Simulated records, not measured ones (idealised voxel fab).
process module | voxel tone inversion
cross-section cut | 190 nm wide | cells 5 nm
A cross-section is a grid of square cells, given in bands from the top down. A band is one or more rows of cells.
Each band's line starts with the height of the band's top and of its bottom, in nm. Then come its materials from left to right, each with its width in nm. One material with "throughout" fills the band from edge to edge. "air" is empty space.
Height 0 is the level under which the wafer as received is all one material. The lowest band goes on downwards, as in "0 down".
A width such as "30 to 40" changes by the same amount from each row of cells to the next, from the band's top row to its bottom row.
"no change" after a step means that no cell of the cross-section changed.
closed voids: empty space of 8 cells or more with no open way to the top, each as width x height at its distance from the left edge, in nm
after a step's settings: what the simulator itself notes on the step
overlay nm, on a step with a mask: how far to the right of its planned place the mask lay; to the left if negative
plan
1 op RECEIVE | material Si
2 op CONFORMAL_DEP | material SiN | thk nm 10
3 op DIRECTIONAL_DEP | material polySi | thk nm 15
4 op PATTERN | tone cover | mask id POSTS | material resist | width nm 25 | pitch nm 45 | thk nm 25 | overlay nm 0
5 op DIRECTIONAL_ETCH | etch materials polySi | depth nm 15
6 op STRIP | etch materials resist
7 op FILL_DEP | material SiO2 | thk nm 5
8 op CMP | height nm 25
9 op STRIP | etch materials polySi
first wafer, as planned
as received, after step 1
  0 down: Si throughout
  closed voids: none
after step 2
  10 to 0: SiN throughout
  below 0: unchanged
after step 3
  25 to 10: polySi throughout
  below 10: unchanged
after step 4
  50 to 25: air 15 | resist 25 | air 20 | resist 25 | air 20 | resist 25 | air 20 | resist 25 | air 15
  below 25: unchanged
after step 5
  50 to 25: air 15 | resist 25 | air 20 | resist 25 | air 20 | resist 25 | air 20 | resist 25 | air 15
  25 to 10: air 15 | polySi 25 | air 20 | polySi 25 | air 20 | polySi 25 | air 20 | polySi 25 | air 15
  below 10: unchanged
after step 6
  25 to 10: air 15 | polySi 25 | air 20 | polySi 25 | air 20 | polySi 25 | air 20 | polySi 25 | air 15
  below 10: unchanged
after step 7
  30 to 25: SiO2 throughout
  25 to 10: SiO2 15 | polySi 25 | SiO2 20 | polySi 25 | SiO2 20 | polySi 25 | SiO2 20 | polySi 25 | SiO2 15
  below 10: unchanged
after step 8
  25 to 10: SiO2 15 | polySi 25 | SiO2 20 | polySi 25 | SiO2 20 | polySi 25 | SiO2 20 | polySi 25 | SiO2 15
  below 10: unchanged
after step 9
  25 to 10: SiO2 15 | air 25 | SiO2 20 | air 25 | SiO2 20 | air 25 | SiO2 20 | air 25 | SiO2 15
  below 10: unchanged
second wafer: like start, like plan, one mistake. Through step 1 it matches the first wafer
when step 2 should have ended
  15 to 0: SiN throughout
  below 0: unchanged
when step 3 should have ended
  30 to 15: polySi throughout
  below 15: unchanged
when step 4 should have ended
  55 to 30: air 15 | resist 25 | air 20 | resist 25 | air 20 | resist 25 | air 20 | resist 25 | air 15
  below 30: unchanged
when step 5 should have ended
  55 to 30: air 15 | resist 25 | air 20 | resist 25 | air 20 | resist 25 | air 20 | resist 25 | air 15
  30 to 15: air 15 | polySi 25 | air 20 | polySi 25 | air 20 | polySi 25 | air 20 | polySi 25 | air 15
  below 15: unchanged
when step 6 should have ended
  30 to 15: air 15 | polySi 25 | air 20 | polySi 25 | air 20 | polySi 25 | air 20 | polySi 25 | air 15
  below 15: unchanged
when step 7 should have ended
  35 to 30: SiO2 throughout
  30 to 15: SiO2 15 | polySi 25 | SiO2 20 | polySi 25 | SiO2 20 | polySi 25 | SiO2 20 | polySi 25 | SiO2 15
  below 15: unchanged
when step 8 should have ended
  25 to 15: SiO2 15 | polySi 25 | SiO2 20 | polySi 25 | SiO2 20 | polySi 25 | SiO2 20 | polySi 25 | SiO2 15
  below 15: unchanged
when step 9 should have ended
  25 to 15: SiO2 15 | air 25 | SiO2 20 | air 25 | SiO2 20 | air 25 | SiO2 20 | air 25 | SiO2 15
  below 15: unchanged
what went wrong: step 2 ran as: op CONFORMAL_DEP | material SiN | thk nm 15
at the end the second wafer has, in cells: 38 more of SiN | 18 fewer of SiO2
